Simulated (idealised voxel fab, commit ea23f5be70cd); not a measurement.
process module | voxel quadruple lines
Square cell edge 5 nm, section width 270 nm, ID cut.
Think of the cross-section as a grid of square cells. We describe it in bands, top to bottom, and each band covers one or more rows of those cells. Basically the band line says how high the top is and how high the bottom is, in nm, and then what's in it from left to right, every material with its width in nm. Empty space shows up as "air", and if a single material carries "edge to edge" it runs the full band edge to edge. Counting heights begins at 0, where everything beneath is, in the wafer as received, one material. The lowest band has no bottom; it goes on downwards, as "0 and below" shows. Width "30 to 40": first value at the band's top row of cells, second value at its bottom row, equal change from row to row. What does "nothing altered" mean for a step? It means no cell of the cross-section changed in that step. "Closed void listing": sealed empty spaces, 8 cells or more, no open way to top, listed width x height at distance, with distance from the left edge and width, height and distance in nm. Read whatever lies past the settings on a step's line as the simulator's own remark about the step. The line of a step may include "overlay nm". On a step with a mask, this value is how far to the right of its planned place the mask lay. A negative value means the mask lay to the left.
# This section lists the process steps that were planned
1 RECEIVE: material Si
2 CONFORMAL_DEP: material SiO2, thk nm 10
3 DIRECTIONAL_DEP: material TiN, thk nm 10
4 DIRECTIONAL_DEP: material polySi, thk nm 15
5 DIRECTIONAL_DEP: material aC, thk nm 20
6 PATTERN: tone cover, mask id MANDREL, material resist, width nm 35, thk nm 30, overlay nm -15
7 DIRECTIONAL_ETCH: etch materials aC, depth nm 20
8 STRIP: etch materials resist
9 CONFORMAL_DEP: material SiO2, thk nm 15
10 DIRECTIONAL_ETCH: etch materials SiO2, depth nm 15
11 STRIP: etch materials aC
12 DIRECTIONAL_ETCH: etch materials polySi, depth nm 15
13 STRIP: etch materials SiO2
14 CONFORMAL_DEP: material SiN, thk nm 10
15 DIRECTIONAL_ETCH: etch materials SiN, depth nm 10
16 STRIP: etch materials polySi
17 DIRECTIONAL_ETCH: etch materials TiN, depth nm 10
18 STRIP: etch materials SiN
19 FILL_DEP: material SiO2, thk nm 5
20 CMP: height nm 20
Across this set of wafers, the varied parameter is the overlay nm of step 6. Starting conditions are identical for every wafer, and the plan reports the value assigned to the first wafer.
# Sectional view: first of several wafers, as received, after step 1
  0 and below  Si edge to edge
  Closed void listing: none
# Take any row and you have a wafer at the end of the module: how many cells of each material it has gained (+) or lost (-) since it was received, and then its closed voids
overlay nm -15, +200 SiO2, +16 TiN, Closed void listing: none
overlay nm -10, +200 SiO2, +16 TiN, Closed void listing: none
overlay nm -5, +200 SiO2, +16 TiN, Closed void listing: none
overlay nm 0, +200 SiO2, +16 TiN, Closed void listing: none
overlay nm 5, +200 SiO2, +16 TiN, Closed void listing: none
overlay nm 10, +200 SiO2, +16 TiN, Closed void listing: none
overlay nm 15, +200 SiO2, +16 TiN, Closed void listing: none
